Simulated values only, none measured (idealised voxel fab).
voxel capacitor over wiring: a process module
FYI the section here is cut, 180 nm wide, cells are 5 nm squares.
Cross-section = grid of square cells, listed top down in bands; band = one or more rows.
Look at the band entry: it leads with the top's height and the bottom's height in nm. Then it lists the materials left to right, with a width in nm for each. The word "everywhere" on a single material says that material fills the band edge to edge. The word "empty" is empty space.
Counting heights begins at 0, where everything beneath is, in the wafer as received, one material. The lowest band has no bottom; it goes on downwards, as "top 0, no bottom" shows.
Width spec "30->40" -> top row of cells at first value, bottom row at second value, equal per-row change in between.
It should be understood that the words "left unchanged", when stated for a given step, signify that the cross-section underwent no change in any of its cells during that step.
In "Closed voids list" the enclosed voids are listed, meaning empty spaces of 8 cells or larger without any opening to the top. The form is width x height at distance, distance from the left edge, units nm.
Anything after a step's settings on that line? It's the simulator's own note about the step.
overlay nm: mask offset rightward from planned place, masked step; negative means leftward offset.

[The process steps that were planned are listed below]
1. RECEIVE, material Si
2. CONFORMAL_DEP, material SiO2, thk nm 15
3. DIRECTIONAL_DEP, material TiN, thk nm 5
4. DIRECTIONAL_DEP, material Ru, thk nm 20
5. PATTERN, tone cover, mask id METAL_1, material resist, width nm 25, pitch nm 95, thk nm 20, overlay nm 0
6. DIRECTIONAL_ETCH, etch materials Ru, depth nm 20
7. DIRECTIONAL_ETCH, etch materials TiN, depth nm 5
8. STRIP, etch materials resist
9. CONFORMAL_DEP, material SiCN, thk nm 5
10. FILL_DEP, material lowk, thk nm 5
11. CMP, height nm 40
12. CONFORMAL_DEP, material SiCN, thk nm 5
13. DIRECTIONAL_DEP, material SiO2, thk nm 10
14. DIRECTIONAL_DEP, material aC, thk nm 15
15. PATTERN, tone open, mask id PLUG_1, material resist, width nm 15, thk nm 35, overlay nm 0
16. DIRECTIONAL_ETCH, etch materials aC, depth nm 15
17. STRIP, etch materials resist
18. DIRECTIONAL_ETCH, etch materials SiO2, depth nm 10
19. DIRECTIONAL_ETCH, etch materials SiCN, depth nm 5
20. STRIP, etch materials aC
21. EPI, material Ru, thk nm 10
22. EPI, material Ru, thk nm 5
23. DIRECTIONAL_DEP, material TiN, thk nm 5
24. DIRECTIONAL_DEP, material HfO2, thk nm 5
25. DIRECTIONAL_DEP, material TiN, thk nm 5
26. DIRECTIONAL_DEP, material aC, thk nm 15
27. PATTERN, tone cover, mask id UPPER_PLATE, material resist, width nm 75, thk nm 30, overlay nm 0
28. DIRECTIONAL_ETCH, etch materials aC, depth nm 15
29. STRIP, etch materials resist
30. DIRECTIONAL_ETCH, etch materials TiN, depth nm 5
31. DIRECTIONAL_ETCH, etch materials HfO2, depth nm 5
32. STRIP, etch materials aC
33. DIRECTIONAL_DEP, material aC, thk nm 15
34. PATTERN, tone cover, mask id LOWER_PLATE, material resist, width nm 85, thk nm 35, overlay nm 0
35. DIRECTIONAL_ETCH, etch materials aC, depth nm 15
36. STRIP, etch materials resist
37. DIRECTIONAL_ETCH, etch materials TiN, depth nm 5
38. STRIP, etch materials aC
39. FILL_DEP, material SiO2, thk nm 15
40. CMP, height nm 80
41. DIRECTIONAL_DEP, material aC, thk nm 10
42. PATTERN, tone open, mask id PLUG_2, material resist, width nm 15, thk nm 30, overlay nm 0
43. DIRECTIONAL_ETCH, etch materials aC, depth nm 10
44. STRIP, etch materials resist
45. DIRECTIONAL_ETCH, etch materials SiO2, depth nm 10
46. STRIP, etch materials aC
47. CONFORMAL_DEP, material TiN, thk nm 5
48. FILL_DEP, material W, thk nm 10
49. CMP, height nm 80
50. CONFORMAL_DEP, material SiCN, thk nm 5

[Wafer at receipt (post step 1), cross-section]
> top 0, no bottom = Si everywhere
> Closed voids list: none

[Look at the cross-section after the module: the wafer started out the way shown above and the plan was the one shown above, yet one mistake was made along the way]
> top 85, bottom 80 = SiCN everywhere
> top 80, bottom 70 = Ru everywhere
> top 70, bottom 65 = TiN everywhere
> top 65, bottom 60 = HfO2 everywhere
> top 60, bottom 55 = TiN everywhere
> top 55, bottom 45 = SiO2: 40  Ru: 15  SiO2: 125
> top 45, bottom 40 = SiCN: 40  Ru: 15  SiCN: 125
> top 40, bottom 20 = lowk: 25  SiCN: 5  Ru: 25  SiCN: 5  lowk: 60  SiCN: 5  Ru: 25  SiCN: 5  lowk: 25
> top 20, bottom 15 = SiCN: 30  TiN: 25  SiCN: 70  TiN: 25  SiCN: 30
> top 15, bottom 0 = SiO2 everywhere
> top 0, no bottom = Si everywhere
> Closed voids list: none
Error vs. plan: planned and actual differ for step 26; actual: DIRECTIONAL_DEP, material Ru, thk nm 15
